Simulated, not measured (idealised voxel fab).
Process module name: voxel gate over fins
Xsec cut, 140 nm wide, square cell size 5 nm.
Cross-section, as written here: a square-cell grid given band by band from the top down, where a band holds one or more rows of cells.
A band entry consists of two parts. The first gives the height of the band's top and the height of its bottom, in nm. The rest lists the band's materials from left to right, each with its width in nm. A single material labelled with the word "edge to edge" fills the band from edge to edge, and the word "blank" marks empty space.
We count height from 0. Below that, the starting wafer is all one material. The lowest band never ends at the bottom but goes on down; see "0 -> down" for how that is written.
A width such as "30->40" changes by the same amount from each row of cells to the next, from the band's top row to its bottom row.
Step marked "identical to before"? Then no cell in the cross-section changed in it.
"Trapped void list" lists enclosed empty spaces (at least 8 cells, no open path upward to the top), each as width x height at distance from the left edge, in nm.
Step line, after settings: the simulator's comment on this step.
Among the settings permitted on a step's line is "overlay nm"; applied to a step with a mask, it specifies the extent to which the mask lay to the right of its planned position, whereas a negative figure signifies a position to the left.
[Listed below are the process steps as planned]
| 1 | RECEIVE | material Si |
| 2 | CONFORMAL_DEP | material SiN | thk nm 5 |
| 3 | PATTERN | tone cover | mask id FINS | material resist | width nm 15 | pitch nm 60 | thk nm 20 | overlay nm 0 |
| 4 | DIRECTIONAL_ETCH | etch materials SiN | depth nm 5 |
| 5 | DIRECTIONAL_ETCH | etch materials Si | depth nm 40 |
| 6 | STRIP | etch materials resist |
| 7 | OXIDIZE | depth nm 5 |
| 8 | FILL_DEP | material SiO2 | thk nm 15 |
| 9 | CMP | height nm 5 |
| 10 | PATTERN | tone open | mask id RAIL | material resist | width nm 15 | thk nm 15 | overlay nm 0 |
| 11 | DIRECTIONAL_ETCH | etch materials SiO2 | depth nm 40 |
| 12 | STRIP | etch materials resist |
| 13 | CONFORMAL_DEP | material TiN | thk nm 5 |
| 14 | FILL_DEP | material W | thk nm 10 |
| 15 | CMP | height nm 5 |
| 16 | SELECTIVE_ETCH | etch materials W Ru TiN | depth nm 20 |
| 17 | FILL_DEP | material SiO2 | thk nm 5 |
| 18 | CMP | height nm 5 |
| 19 | SELECTIVE_ETCH | etch materials SiO2 | depth nm 15 |
| 20 | STRIP | etch materials SiN |
| 21 | CONFORMAL_DEP | material HfO2 | thk nm 5 |
| 22 | CONFORMAL_DEP | material TiN | thk nm 5 |
| 23 | CONFORMAL_DEP | material TiAl | thk nm 5 |
| 24 | CONFORMAL_DEP | material TiN | thk nm 5 |
| 25 | FILL_DEP | material W | thk nm 10 |
| 26 | CMP | height nm 25 |
| 27 | CONFORMAL_DEP | material SiCN | thk nm 10 |
[First out of two wafers; run went to plan]
[Wafer at receipt (post step 1), cross-section]
> 0 -> down = Si edge to edge
> Trapped void list: none
[Wafer section view after processing step 2]
> 5 -> 0 = SiN edge to edge
> Whatever lies below 0 is exactly as it was before.
[Wafer section view after processing step 3]
> 25 -> 5 = blank: 30, then resist: 15, then blank: 45, then resist: 15, then blank: 35
> Whatever lies below 5 is exactly as it was before.
[Wafer section view after processing step 4]
> 25 -> 5 = blank: 30, then resist: 15, then blank: 45, then resist: 15, then blank: 35
> 5 -> 0 = blank: 30, then SiN: 15, then blank: 45, then SiN: 15, then blank: 35
> Whatever lies below 0 is exactly as it was before.
[Wafer section view after processing step 5]
> 25 -> 5 = blank: 30, then resist: 15, then blank: 45, then resist: 15, then blank: 35
> 5 -> 0 = blank: 30, then SiN: 15, then blank: 45, then SiN: 15, then blank: 35
> 0 -> -40 = blank: 30, then Si: 15, then blank: 45, then Si: 15, then blank: 35
> Whatever lies below -40 is exactly as it was before.
[Wafer section view after processing step 6]
> 5 -> 0 = blank: 30, then SiN: 15, then blank: 45, then SiN: 15, then blank: 35
> Whatever lies below 0 is exactly as it was before.
[Wafer section view after processing step 7]
> 5 -> 0 = blank: 30, then SiN: 15, then blank: 45, then SiN: 15, then blank: 35
> 0 -> -40 = blank: 30, then SiO2: 5, then Si: 5, then SiO2: 5, then blank: 45, then SiO2: 5, then Si: 5, then SiO2: 5, then blank: 35
> -40 -> -45 = SiO2: 35, then Si: 5, then SiO2: 55, then Si: 5, then SiO2: 40
> Whatever lies below -45 is exactly as it was before.
[Wafer section view after processing step 8]
> 20 -> 5 = SiO2 edge to edge
> 5 -> 0 = SiO2: 30, then SiN: 15, then SiO2: 45, then SiN: 15, then SiO2: 35
> 0 -> -45 = SiO2: 35, then Si: 5, then SiO2: 55, then Si: 5, then SiO2: 40
> Whatever lies below -45 is exactly as it was before.
[Wafer section view after processing step 9]
> 5 -> 0 = SiO2: 30, then SiN: 15, then SiO2: 45, then SiN: 15, then SiO2: 35
> Whatever lies below 0 is exactly as it was before.
[Wafer section view after processing step 10]
> 20 -> 5 = resist: 60, then blank: 15, then resist: 65
> Whatever lies below 5 is exactly as it was before.
[Wafer section view after processing step 11]
> 20 -> 5 = resist: 60, then blank: 15, then resist: 65
> 5 -> 0 = SiO2: 30, then SiN: 15, then SiO2: 15, then blank: 15, then SiO2: 15, then SiN: 15, then SiO2: 35
> 0 -> -35 = SiO2: 35, then Si: 5, then SiO2: 20, then blank: 15, then SiO2: 20, then Si: 5, then SiO2: 40
> Whatever lies below -35 is exactly as it was before.
[Wafer section view after processing step 12]
> 5 -> 0 = SiO2: 30, then SiN: 15, then SiO2: 15, then blank: 15, then SiO2: 15, then SiN: 15, then SiO2: 35
> Whatever lies below 0 is exactly as it was before.
[Wafer section view after processing step 13]
> 10 -> 5 = TiN: 65, then blank: 5, then TiN: 70
> 5 -> 0 = SiO2: 30, then SiN: 15, then SiO2: 15, then TiN: 5, then blank: 5, then TiN: 5, then SiO2: 15, then SiN: 15, then SiO2: 35
> 0 -> -30 = SiO2: 35, then Si: 5, then SiO2: 20, then TiN: 5, then blank: 5, then TiN: 5, then SiO2: 20, then Si: 5, then SiO2: 40
> -30 -> -35 = SiO2: 35, then Si: 5, then SiO2: 20, then TiN: 15, then SiO2: 20, then Si: 5, then SiO2: 40
> Whatever lies below -35 is exactly as it was before.
[Wafer section view after processing step 14]
> 20 -> 10 = W edge to edge
> 10 -> 5 = TiN: 65, then W: 5, then TiN: 70
> 5 -> 0 = SiO2: 30, then SiN: 15, then SiO2: 15, then TiN: 5, then W: 5, then TiN: 5, then SiO2: 15, then SiN: 15, then SiO2: 35
> 0 -> -30 = SiO2: 35, then Si: 5, then SiO2: 20, then TiN: 5, then W: 5, then TiN: 5, then SiO2: 20, then Si: 5, then SiO2: 40
> Whatever lies below -30 is exactly as it was before.
[Wafer section view after processing step 15]
> 5 -> 0 = SiO2: 30, then SiN: 15, then SiO2: 15, then TiN: 5, then W: 5, then TiN: 5, then SiO2: 15, then SiN: 15, then SiO2: 35
> Whatever lies below 0 is exactly as it was before.
[Wafer section view after processing step 16]
> 5 -> 0 = SiO2: 30, then SiN: 15, then SiO2: 15, then blank: 15, then SiO2: 15, then SiN: 15, then SiO2: 35
> 0 -> -15 = SiO2: 35, then Si: 5, then SiO2: 20, then blank: 15, then SiO2: 20, then Si: 5, then SiO2: 40
> Whatever lies below -15 is exactly as it was before.
[Wafer section view after processing step 17]
> 10 -> 5 = SiO2 edge to edge
> 5 -> 0 = SiO2: 30, then SiN: 15, then SiO2: 45, then SiN: 15, then SiO2: 35
> 0 -> -15 = SiO2: 35, then Si: 5, then SiO2: 55, then Si: 5, then SiO2: 40
> Whatever lies below -15 is exactly as it was before.
[Wafer section view after processing step 18]
> 5 -> 0 = SiO2: 30, then SiN: 15, then SiO2: 45, then SiN: 15, then SiO2: 35
> Whatever lies below 0 is exactly as it was before.
[Wafer section view after processing step 19]
> 5 -> 0 = blank: 30, then SiN: 15, then blank: 45, then SiN: 15, then blank: 35
> 0 -> -10 = blank: 35, then Si: 5, then blank: 55, then Si: 5, then blank: 40
> Whatever lies below -10 is exactly as it was before.
[Wafer section view after processing step 20]
> 0 -> -10 = blank: 35, then Si: 5, then blank: 55, then Si: 5, then blank: 40
> Whatever lies below -10 is exactly as it was before.
[Wafer section view after processing step 21]
> 5 -> 0 = blank: 30, then HfO2: 15, then blank: 45, then HfO2: 15, then blank: 35
> 0 -> -5 = blank: 30, then HfO2: 5, then Si: 5, then HfO2: 5, then blank: 45, then HfO2: 5, then Si: 5, then HfO2: 5, then blank: 35
> -5 -> -10 = HfO2: 35, then Si: 5, then HfO2: 55, then Si: 5, then HfO2: 40
> Whatever lies below -10 is exactly as it was before.
[Wafer section view after processing step 22]
> 10 -> 5 = blank: 25, then TiN: 25, then blank: 35, then TiN: 25, then blank: 30
> 5 -> 0 = blank: 25, then TiN: 5, then HfO2: 15, then TiN: 5, then blank: 35, then TiN: 5, then HfO2: 15, then TiN: 5, then blank: 30
> 0 -> -5 = TiN: 30, then HfO2: 5, then Si: 5, then HfO2: 5, then TiN: 45, then HfO2: 5, then Si: 5, then HfO2: 5, then TiN: 35
> Whatever lies below -5 is exactly as it was before.
[Wafer section view after processing step 23]
> 15 -> 10 = blank: 20, then TiAl: 35, then blank: 25, then TiAl: 35, then blank: 25
> 10 -> 5 = blank: 20, then TiAl: 5, then TiN: 25, then TiAl: 5, then blank: 25, then TiAl: 5, then TiN: 25, then TiAl: 5, then blank: 25
> 5 -> 0 = TiAl: 25, then TiN: 5, then HfO2: 15, then TiN: 5, then TiAl: 35, then TiN: 5, then HfO2: 15, then TiN: 5, then TiAl: 30
> Whatever lies below 0 is exactly as it was before.
[Wafer section view after processing step 24]
> 20 -> 15 = blank: 15, then TiN: 45, then blank: 15, then TiN: 45, then blank: 20
> 15 -> 10 = blank: 15, then TiN: 5, then TiAl: 35, then TiN: 5, then blank: 15, then TiN: 5, then TiAl: 35, then TiN: 5, then blank: 20
> 10 -> 5 = TiN: 20, then TiAl: 5, then TiN: 25, then TiAl: 5, then TiN: 25, then TiAl: 5, then TiN: 25, then TiAl: 5, then TiN: 25
> Whatever lies below 5 is exactly as it was before.
[Wafer section view after processing step 25]
> 30 -> 20 = W edge to edge
> 20 -> 15 = W: 15, then TiN: 45, then W: 15, then TiN: 45, then W: 20
> 15 -> 10 = W: 15, then TiN: 5, then TiAl: 35, then TiN: 5, then W: 15, then TiN: 5, then TiAl: 35, then TiN: 5, then W: 20
> Whatever lies below 10 is exactly as it was before.
[Wafer section view after processing step 26]
> 25 -> 20 = W edge to edge
> Whatever lies below 20 is exactly as it was before.
[Wafer section view after processing step 27]
> 35 -> 25 = SiCN edge to edge
> Whatever lies below 25 is exactly as it was before.
[The second wafer: identical to the first at the outset and in its planned sequence, differing only in that one mistake was made during processing; up to and including step 22, its path is the first wafer's path]
Second wafer: cross-section at the scheduled end of step 23: identical to before
[Second wafer: cross-section at the scheduled end of step 24]
> 15 -> 5 = blank: 20, then TiN: 35, then blank: 25, then TiN: 35, then blank: 25
> 5 -> 0 = TiN: 30, then HfO2: 15, then TiN: 45, then HfO2: 15, then TiN: 35
> Whatever lies below 0 is exactly as it was before.
[Second wafer: cross-section at the scheduled end of step 25]
> 25 -> 15 = W edge to edge
> 15 -> 5 = W: 20, then TiN: 35, then W: 25, then TiN: 35, then W: 25
> Whatever lies below 5 is exactly as it was before.
Second wafer: cross-section at the scheduled end of step 26: identical to before
[Second wafer: cross-section at the scheduled end of step 27]
> 35 -> 25 = SiCN edge to edge
> Whatever lies below 25 is exactly as it was before.
What broke from the plan during processing? plan step 23: skipped, not run
End of process, cell counts, second wafer against first, materials with more or fewer: TiAl -36, W +36
